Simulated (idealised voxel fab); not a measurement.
Proc. module: voxel lift off
Cross-section cut: width 215 nm, square cells of 5 nm.
Think of the cross-section as a grid of square cells. We describe it in bands, top to bottom, and each band covers one or more rows of those cells. Basically the band line says how high the top is and how high the bottom is, in nm, and then what's in it from left to right, every material with its width in nm. Empty space shows up as "air", and if a single material carries "full width" it runs the full band edge to edge. Heights are measured from 0, the level below which the as-received wafer is all one material; the lowest band has no bottom and continues downward, written as in "0 down". Width spec "30->40" -> top row of cells at first value, bottom row at second value, equal per-row change in between. "no alteration" means the step left every cell of the cross-section as it was. Empty spaces counting at least 8 cells and having no open way to the top are listed in "Sealed cavities". The notation width x height at distance is used for each, the distance being from the left edge and all three values in nm. Note: text after step settings on the step line = simulator remark on that step. overlay nm: right-of-plan distance of the mask on a masked step; negative values mean left-of-plan.

## Set out below are the planned steps of the process
| 1 | RECEIVE with material Si |
| 2 | CONFORMAL_DEP with material Al2O3, thk nm 10 |
| 3 | PATTERN with tone open, mask id LINES, material resist, width nm 25, pitch nm 45, thk nm 25, overlay nm 0 |
| 4 | DIRECTIONAL_DEP with material Ru, thk nm 15 |
| 5 | STRIP with etch materials resist |
| 6 | CONFORMAL_DEP with material SiCN, thk nm 5 |

## First of the two wafers, run per plan

## As-received wafer cross-section (after step 1)
* 0 down: Si full width
* Sealed cavities: none

## Wafer after step 2 (cross-section)
* 10 to 0: Al2O3 full width
* Beneath the level 0, the cross-section is identical to its previous state.

## Wafer after step 3 (cross-section)
* 35 to 10: 25 nm resist, then 25 nm air, then 20 nm resist, then 25 nm air, then 20 nm resist, then 25 nm air, then 20 nm resist, then 25 nm air, then 30 nm resist
* Beneath the level 10, the cross-section is identical to its previous state.

## Wafer after step 4 (cross-section)
* 50 to 35: 25 nm Ru, then 25 nm air, then 20 nm Ru, then 25 nm air, then 20 nm Ru, then 25 nm air, then 20 nm Ru, then 25 nm air, then 30 nm Ru
* 35 to 25: 25 nm resist, then 25 nm air, then 20 nm resist, then 25 nm air, then 20 nm resist, then 25 nm air, then 20 nm resist, then 25 nm air, then 30 nm resist
* 25 to 10: 25 nm resist, then 25 nm Ru, then 20 nm resist, then 25 nm Ru, then 20 nm resist, then 25 nm Ru, then 20 nm resist, then 25 nm Ru, then 30 nm resist
* Beneath the level 10, the cross-section is identical to its previous state.

## Wafer after step 5 (cross-section)
* 25 to 10: 25 nm air, then 25 nm Ru, then 20 nm air, then 25 nm Ru, then 20 nm air, then 25 nm Ru, then 20 nm air, then 25 nm Ru, then 30 nm air
* Beneath the level 10, the cross-section is identical to its previous state.

## Wafer after step 6 (cross-section)
* 30 to 25: 20 nm air, then 35 nm SiCN, then 10 nm air, then 35 nm SiCN, then 10 nm air, then 35 nm SiCN, then 10 nm air, then 35 nm SiCN, then 25 nm air
* 25 to 15: 20 nm air, then 5 nm SiCN, then 25 nm Ru, then 5 nm SiCN, then 10 nm air, then 5 nm SiCN, then 25 nm Ru, then 5 nm SiCN, then 10 nm air, then 5 nm SiCN, then 25 nm Ru, then 5 nm SiCN, then 10 nm air, then 5 nm SiCN, then 25 nm Ru, then 5 nm SiCN, then 25 nm air
* 15 to 10: 25 nm SiCN, then 25 nm Ru, then 20 nm SiCN, then 25 nm Ru, then 20 nm SiCN, then 25 nm Ru, then 20 nm SiCN, then 25 nm Ru, then 30 nm SiCN
* Beneath the level 10, the cross-section is identical to its previous state.

## Okay, second wafer. Nothing different at the start, nothing different in the plan, just one mistake somewhere in the running. As far as step 3, counting that step, it's the first wafer all over again

## What the second wafer looks like in cross-section when step 4 should have wrapped up
* 50 to 35: 25 nm SiCN, then 25 nm air, then 20 nm SiCN, then 25 nm air, then 20 nm SiCN, then 25 nm air, then 20 nm SiCN, then 25 nm air, then 30 nm SiCN
* 35 to 25: 25 nm resist, then 25 nm air, then 20 nm resist, then 25 nm air, then 20 nm resist, then 25 nm air, then 20 nm resist, then 25 nm air, then 30 nm resist
* 25 to 10: 25 nm resist, then 25 nm SiCN, then 20 nm resist, then 25 nm SiCN, then 20 nm resist, then 25 nm SiCN, then 20 nm resist, then 25 nm SiCN, then 30 nm resist
* Beneath the level 10, the cross-section is identical to its previous state.

## What the second wafer looks like in cross-section when step 5 should have wrapped up
* 25 to 10: 25 nm air, then 25 nm SiCN, then 20 nm air, then 25 nm SiCN, then 20 nm air, then 25 nm SiCN, then 20 nm air, then 25 nm SiCN, then 30 nm air
* Beneath the level 10, the cross-section is identical to its previous state.

## What the second wafer looks like in cross-section when step 6 should have wrapped up
* 30 to 15: 20 nm air, then 35 nm SiCN, then 10 nm air, then 35 nm SiCN, then 10 nm air, then 35 nm SiCN, then 10 nm air, then 35 nm SiCN, then 25 nm air
* 15 to 10: SiCN full width
* Beneath the level 10, the cross-section is identical to its previous state.
It is concluded that the wafer was processed incorrectly with respect to the plan, in that step 4 deviated from plan and actually ran as DIRECTIONAL_DEP with material SiCN, thk nm 15
The second wafer ends with more or fewer cells of some materials than the first, per final count: 60 fewer of Ru, 60 more of SiCN
